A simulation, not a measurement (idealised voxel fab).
Title: Process Module voxel gate over fins
Pictured: cross-section cut, 170 nm wide, on a grid of 5 nm square cells.
Just so we're on the same page, the cross-sections are grids of square cells, and they're listed out in bands top to bottom, each band one or more rows deep. Band entry format. Leading values: height of top, height of bottom, nm. Remainder: materials in left-to-right order, each with its width in nm. Special words: "throughout" on a single material, which then fills the band edge to edge; "blank", empty space. Height reference: 0 = level under which incoming wafer is all one material. Lowest band: no bottom, runs on downward, e.g. "from 0 down". The notation "30 to 40" denotes a width that varies across the rows of cells in the band, beginning at the first number in the top row, finishing at the second number in the bottom row, and changing by an identical amount from each row to the next. The cross-section has no changed cell in any step marked "changes: none". Enclosed voids (no open way to top), threshold 8 cells or more, entry "Enclosed void inventory", notation width x height at distance, distance from left edge, nm. Whatever follows a step's settings on its line is a remark the simulator itself makes about that step. overlay nm: where the mask lay relative to plan, measured to the right, on steps with a mask; negatives go left.

## Planned process steps
1,RECEIVE, material Si
2,CONFORMAL_DEP, material SiN, thk nm 5
3,DIRECTIONAL_DEP, material aC, thk nm 15
4,PATTERN, tone cover, mask id FINS, material resist, width nm 15, pitch nm 50, thk nm 30, overlay nm 0
5,DIRECTIONAL_ETCH, etch materials aC, depth nm 15
6,STRIP, etch materials resist
7,DIRECTIONAL_ETCH, etch materials SiN, depth nm 5
8,DIRECTIONAL_ETCH, etch materials Si, depth nm 30
9,STRIP, etch materials aC
10,FILL_DEP, material SiO2, thk nm 5
11,CMP, height nm 5
12,DIRECTIONAL_DEP, material aC, thk nm 10
13,PATTERN, tone open, mask id RAIL, material resist, width nm 15, thk nm 30, overlay nm 0
14,DIRECTIONAL_ETCH, etch materials aC, depth nm 10
15,STRIP, etch materials resist
16,DIRECTIONAL_ETCH, etch materials SiO2, depth nm 30
17,STRIP, etch materials aC
18,CONFORMAL_DEP, material TiN, thk nm 5
19,FILL_DEP, material W, thk nm 5
20,CMP, height nm 5
21,SELECTIVE_ETCH, etch materials W Ru TiN, depth nm 25
22,FILL_DEP, material SiO2, thk nm 5
23,CMP, height nm 5
24,SELECTIVE_ETCH, etch materials SiO2, depth nm 20
25,STRIP, etch materials SiN
26,CONFORMAL_DEP, material HfO2, thk nm 5
27,CONFORMAL_DEP, material TiN, thk nm 5
28,FILL_DEP, material W, thk nm 10
29,CMP, height nm 15
30,CONFORMAL_DEP, material SiN, thk nm 10

## On the first of the two wafers: run conducted according to plan

## Cross-sectional view of the wafer in its as-received condition, corresponding to the state after step 1
* from 0 down = Si throughout
* Enclosed void inventory: none

## Cross-section through the wafer, step 2 finished
* from 5 to 0 = SiN throughout
* Unchanged below 0.

## Cross-section through the wafer, step 3 finished
* from 20 to 5 = aC throughout
* Unchanged below 5.

## Cross-section through the wafer, step 4 finished
* from 50 to 20 = blank 50 nm  resist 15 nm  blank 35 nm  resist 15 nm  blank 55 nm
* Unchanged below 20.

## Cross-section through the wafer, step 5 finished
* from 35 to 20 = blank 50 nm  resist 15 nm  blank 35 nm  resist 15 nm  blank 55 nm
* from 20 to 5 = blank 50 nm  aC 15 nm  blank 35 nm  aC 15 nm  blank 55 nm
* Unchanged below 5.

## Cross-section through the wafer, step 6 finished
* from 20 to 5 = blank 50 nm  aC 15 nm  blank 35 nm  aC 15 nm  blank 55 nm
* Unchanged below 5.

## Cross-section through the wafer, step 7 finished
* from 20 to 5 = blank 50 nm  aC 15 nm  blank 35 nm  aC 15 nm  blank 55 nm
* from 5 to 0 = blank 50 nm  SiN 15 nm  blank 35 nm  SiN 15 nm  blank 55 nm
* Unchanged below 0.

## Cross-section through the wafer, step 8 finished
* from 20 to 5 = blank 50 nm  aC 15 nm  blank 35 nm  aC 15 nm  blank 55 nm
* from 5 to 0 = blank 50 nm  SiN 15 nm  blank 35 nm  SiN 15 nm  blank 55 nm
* from 0 to -30 = blank 50 nm  Si 15 nm  blank 35 nm  Si 15 nm  blank 55 nm
* Unchanged below -30.

## Cross-section through the wafer, step 9 finished
* from 5 to 0 = blank 50 nm  SiN 15 nm  blank 35 nm  SiN 15 nm  blank 55 nm
* Unchanged below 0.

## Cross-section through the wafer, step 10 finished
* from 10 to 5 = SiO2 throughout
* from 5 to 0 = SiO2 50 nm  SiN 15 nm  SiO2 35 nm  SiN 15 nm  SiO2 55 nm
* from 0 to -30 = SiO2 50 nm  Si 15 nm  SiO2 35 nm  Si 15 nm  SiO2 55 nm
* Unchanged below -30.

## Cross-section through the wafer, step 11 finished
* from 5 to 0 = SiO2 50 nm  SiN 15 nm  SiO2 35 nm  SiN 15 nm  SiO2 55 nm
* Unchanged below 0.

## Cross-section through the wafer, step 12 finished
* from 15 to 5 = aC throughout
* Unchanged below 5.

## Cross-section through the wafer, step 13 finished
* from 45 to 15 = resist 75 nm  blank 15 nm  resist 80 nm
* Unchanged below 15.

## Cross-section through the wafer, step 14 finished
* from 35 to 15 = resist 75 nm  blank 15 nm  resist 80 nm
* from 15 to 5 = aC 75 nm  blank 15 nm  aC 80 nm
* Unchanged below 5.

## Cross-section through the wafer, step 15 finished
* from 15 to 5 = aC 75 nm  blank 15 nm  aC 80 nm
* Unchanged below 5.

## Cross-section through the wafer, step 16 finished
* from 15 to 5 = aC 75 nm  blank 15 nm  aC 80 nm
* from 5 to 0 = SiO2 50 nm  SiN 15 nm  SiO2 10 nm  blank 15 nm  SiO2 10 nm  SiN 15 nm  SiO2 55 nm
* from 0 to -25 = SiO2 50 nm  Si 15 nm  SiO2 10 nm  blank 15 nm  SiO2 10 nm  Si 15 nm  SiO2 55 nm
* Unchanged below -25.

## Cross-section through the wafer, step 17 finished
* from 5 to 0 = SiO2 50 nm  SiN 15 nm  SiO2 10 nm  blank 15 nm  SiO2 10 nm  SiN 15 nm  SiO2 55 nm
* Unchanged below 0.

## Cross-section through the wafer, step 18 finished
* from 10 to 5 = TiN 80 nm  blank 5 nm  TiN 85 nm
* from 5 to 0 = SiO2 50 nm  SiN 15 nm  SiO2 10 nm  TiN 5 nm  blank 5 nm  TiN 5 nm  SiO2 10 nm  SiN 15 nm  SiO2 55 nm
* from 0 to -20 = SiO2 50 nm  Si 15 nm  SiO2 10 nm  TiN 5 nm  blank 5 nm  TiN 5 nm  SiO2 10 nm  Si 15 nm  SiO2 55 nm
* from -20 to -25 = SiO2 50 nm  Si 15 nm  SiO2 10 nm  TiN 15 nm  SiO2 10 nm  Si 15 nm  SiO2 55 nm
* Unchanged below -25.

## Cross-section through the wafer, step 19 finished
* from 15 to 10 = W throughout
* from 10 to 5 = TiN 80 nm  W 5 nm  TiN 85 nm
* from 5 to 0 = SiO2 50 nm  SiN 15 nm  SiO2 10 nm  TiN 5 nm  W 5 nm  TiN 5 nm  SiO2 10 nm  SiN 15 nm  SiO2 55 nm
* from 0 to -20 = SiO2 50 nm  Si 15 nm  SiO2 10 nm  TiN 5 nm  W 5 nm  TiN 5 nm  SiO2 10 nm  Si 15 nm  SiO2 55 nm
* Unchanged below -20.

## Cross-section through the wafer, step 20 finished
* from 5 to 0 = SiO2 50 nm  SiN 15 nm  SiO2 10 nm  TiN 5 nm  W 5 nm  TiN 5 nm  SiO2 10 nm  SiN 15 nm  SiO2 55 nm
* Unchanged below 0.

## Cross-section through the wafer, step 21 finished
* from 5 to 0 = SiO2 50 nm  SiN 15 nm  SiO2 10 nm  blank 15 nm  SiO2 10 nm  SiN 15 nm  SiO2 55 nm
* from 0 to -20 = SiO2 50 nm  Si 15 nm  SiO2 10 nm  blank 15 nm  SiO2 10 nm  Si 15 nm  SiO2 55 nm
* Unchanged below -20.

## Cross-section through the wafer, step 22 finished
* from 10 to 5 = SiO2 throughout
* from 5 to 0 = SiO2 50 nm  SiN 15 nm  SiO2 35 nm  SiN 15 nm  SiO2 55 nm
* from 0 to -20 = SiO2 50 nm  Si 15 nm  SiO2 35 nm  Si 15 nm  SiO2 55 nm
* Unchanged below -20.

## Cross-section through the wafer, step 23 finished
* from 5 to 0 = SiO2 50 nm  SiN 15 nm  SiO2 35 nm  SiN 15 nm  SiO2 55 nm
* Unchanged below 0.

## Cross-section through the wafer, step 24 finished
* from 5 to 0 = blank 50 nm  SiN 15 nm  blank 35 nm  SiN 15 nm  blank 55 nm
* from 0 to -15 = blank 50 nm  Si 15 nm  blank 35 nm  Si 15 nm  blank 55 nm
* Unchanged below -15.

## Cross-section through the wafer, step 25 finished
* from 0 to -15 = blank 50 nm  Si 15 nm  blank 35 nm  Si 15 nm  blank 55 nm
* Unchanged below -15.

## Cross-section through the wafer, step 26 finished
* from 5 to 0 = blank 45 nm  HfO2 25 nm  blank 25 nm  HfO2 25 nm  blank 50 nm
* from 0 to -10 = blank 45 nm  HfO2 5 nm  Si 15 nm  HfO2 5 nm  blank 25 nm  HfO2 5 nm  Si 15 nm  HfO2 5 nm  blank 50 nm
* from -10 to -15 = HfO2 50 nm  Si 15 nm  HfO2 35 nm  Si 15 nm  HfO2 55 nm
* Unchanged below -15.

## Cross-section through the wafer, step 27 finished
* from 10 to 5 = blank 40 nm  TiN 35 nm  blank 15 nm  TiN 35 nm  blank 45 nm
* from 5 to 0 = blank 40 nm  TiN 5 nm  HfO2 25 nm  TiN 5 nm  blank 15 nm  TiN 5 nm  HfO2 25 nm  TiN 5 nm  blank 45 nm
* from 0 to -5 = blank 40 nm  TiN 5 nm  HfO2 5 nm  Si 15 nm  HfO2 5 nm  TiN 5 nm  blank 15 nm  TiN 5 nm  HfO2 5 nm  Si 15 nm  HfO2 5 nm  TiN 5 nm  blank 45 nm
* from -5 to -10 = TiN 45 nm  HfO2 5 nm  Si 15 nm  HfO2 5 nm  TiN 25 nm  HfO2 5 nm  Si 15 nm  HfO2 5 nm  TiN 50 nm
* Unchanged below -10.

## Cross-section through the wafer, step 28 finished
* from 20 to 10 = W throughout
* from 10 to 5 = W 40 nm  TiN 35 nm  W 15 nm  TiN 35 nm  W 45 nm
* from 5 to 0 = W 40 nm  TiN 5 nm  HfO2 25 nm  TiN 5 nm  W 15 nm  TiN 5 nm  HfO2 25 nm  TiN 5 nm  W 45 nm
* from 0 to -5 = W 40 nm  TiN 5 nm  HfO2 5 nm  Si 15 nm  HfO2 5 nm  TiN 5 nm  W 15 nm  TiN 5 nm  HfO2 5 nm  Si 15 nm  HfO2 5 nm  TiN 5 nm  W 45 nm
* Unchanged below -5.

## Cross-section through the wafer, step 29 finished
* from 15 to 10 = W throughout
* Unchanged below 10.

## Cross-section through the wafer, step 30 finished
* from 25 to 15 = SiN throughout
* Unchanged below 15.

## What follows concerns the second wafer, which started out like the first and was meant to follow the very same plan; one mistake crept in when it was run, but everything up to and including step 25 is the same as for the first wafer

The second wafer cut through, at the time step 26 was supposed to be finished: changes: none

## The second wafer cut through, at the time step 27 was supposed to be finished
* from 5 to 0 = blank 45 nm  TiN 25 nm  blank 25 nm  TiN 25 nm  blank 50 nm
* from 0 to -10 = blank 45 nm  TiN 5 nm  Si 15 nm  TiN 5 nm  blank 25 nm  TiN 5 nm  Si 15 nm  TiN 5 nm  blank 50 nm
* from -10 to -15 = TiN 50 nm  Si 15 nm  TiN 35 nm  Si 15 nm  TiN 55 nm
* Unchanged below -15.

## The second wafer cut through, at the time step 28 was supposed to be finished
* from 15 to 5 = W throughout
* from 5 to 0 = W 45 nm  TiN 25 nm  W 25 nm  TiN 25 nm  W 50 nm
* from 0 to -10 = W 45 nm  TiN 5 nm  Si 15 nm  TiN 5 nm  W 25 nm  TiN 5 nm  Si 15 nm  TiN 5 nm  W 50 nm
* Unchanged below -10.

The second wafer cut through, at the time step 29 was supposed to be finished: changes: none

## The second wafer cut through, at the time step 30 was supposed to be finished
* from 25 to 15 = SiN throughout
* Unchanged below 15.
The plan and the run diverged here: yeah, step 26 of the plan got skipped, never ran
The second wafer ends with more or fewer cells of some materials than the first, per final count: HfO2 -46; W +46
